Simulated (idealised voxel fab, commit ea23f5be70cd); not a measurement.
Process module in this document: voxel fin reveal
We display cut, a cross-section 255 nm in width whose square cells are each 5 nm.
Cross-section spec: square-cell grid; bands listed top down; each band is one or more rows. Heights first: top, then bottom, in nm. Then materials, left to right, each with a width in nm. "full width" on a single material: fills the band edge to edge. "air": empty space. Where do heights start? At 0: under that level the wafer as delivered is made of one material only. And the lowest band has no floor; it just carries on downward, as in "0 down". Read "30 to 40" as a graded width: first number on top, second number at the bottom, same change between each pair of neighbouring rows. "nothing altered" means the step left every cell of the cross-section as it was. Any empty space of 8 cells or more lacking an open way to the top shows up in "Voids, fully enclosed" as width x height at distance, distance from the left edge, in nm. Where a step's line continues beyond its settings, the continuation is a remark by the simulator itself on that step. overlay nm, on a step with a mask: how far to the right of its planned place the mask lay; to the left if negative.
## Planned process steps
1 RECEIVE | material Si
2 CONFORMAL_DEP | material SiN | thk nm 10
3 MASKED_ETCH | tone cover | mask id FINS | width nm 15 | pitch nm 35 | etch materials SiN | depth nm 10 | overlay nm 0
4 MASKED_ETCH | tone cover | mask id FINS | width nm 15 | pitch nm 35 | etch materials Si | depth nm 35 | overlay nm 0
5 FILL_DEP | material SiO2 | thk nm 15
6 CMP | height nm 10
7 SELECTIVE_ETCH | etch materials SiO2 | depth nm 20
8 STRIP | etch materials SiN
## Shown in cross-section is the wafer as received, that is, as it stands after step 1
0 down = Si full width
Voids, fully enclosed: none
## Starting structure and process plan are as shown above, but one mistake was made in running the module; the wafer cross-section at the end of the module follows
0 to -10 = air 65 nm, Si 15 nm, air 20 nm, Si 15 nm, air 20 nm, Si 15 nm, air 20 nm, Si 15 nm, air 70 nm
-10 to -30 = SiO2 65 nm, Si 15 nm, SiO2 20 nm, Si 15 nm, SiO2 20 nm, Si 15 nm, SiO2 20 nm, Si 15 nm, SiO2 70 nm
-30 down = Si full width
Voids, fully enclosed: none
Here's what went sideways: step 4 off recipe, ran as MASKED_ETCH | tone cover | mask id FINS | width nm 15 | pitch nm 35 | etch materials Si | depth nm 30 | overlay nm 0
